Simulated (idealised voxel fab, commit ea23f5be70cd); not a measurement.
process module | voxel released beams
cross-section cut | 180 nm wide | cells 5 nm
A cross-section is a grid of square cells, given in bands from the top down. A band is one or more rows of cells.
Each band's line starts with the height of the band's top and of its bottom, in nm. Then come its materials from left to right, each with its width in nm. One material with "throughout" fills the band from edge to edge. "air" is empty space.
Height 0 is the level under which the wafer as received is all one material. The lowest band goes on downwards, as in "0 down".
A width such as "30 to 40" changes by the same amount from each row of cells to the next, from the band's top row to its bottom row.
"no change" after a step means that no cell of the cross-section changed.
closed voids: empty space of 8 cells or more with no open way to the top, each as width x height at its distance from the left edge, in nm
after a step's settings: what the simulator itself notes on the step
overlay nm, on a step with a mask: how far to the right of its planned place the mask lay; to the left if negative
plan
1 op RECEIVE | material Si
2 op CONFORMAL_DEP | material SiN | thk nm 5
3 op DIRECTIONAL_DEP | material SiO2 | thk nm 10
4 op MASKED_ETCH | tone open | mask id ANCHOR | width nm 35 | etch materials SiO2 | depth nm 10 | overlay nm 0
5 op CONFORMAL_DEP | material TiN | thk nm 10
6 op MASKED_ETCH | tone cover | mask id BEAM | width nm 80 | etch materials TiN | depth nm 10 | overlay nm 0
7 op STRIP | etch materials SiO2
as received, after step 1
  0 down: Si throughout
  closed voids: none
first wafer at the end, as planned
  25 to 15: air 45 | TiN 15 | air 15 | TiN 50 | air 55
  15 to 5: air 50 | TiN 35 | air 95
  5 to 0: SiN throughout
  0 down: Si throughout
  closed voids: none
second wafer at the end: like start, like plan, one mistake
  20 to 15: air 45 | TiN 15 | air 15 | TiN 50 | air 55
  15 to 5: air 45 to 50 | TiN 80 to 35 | air 55 to 95
  5 to 0: SiN throughout
  0 down: Si throughout
  closed voids: none
what went wrong: step 3 ran as: op DIRECTIONAL_DEP | material SiO2 | thk nm 5
at the end the second wafer has, in cells: 4 fewer of TiN
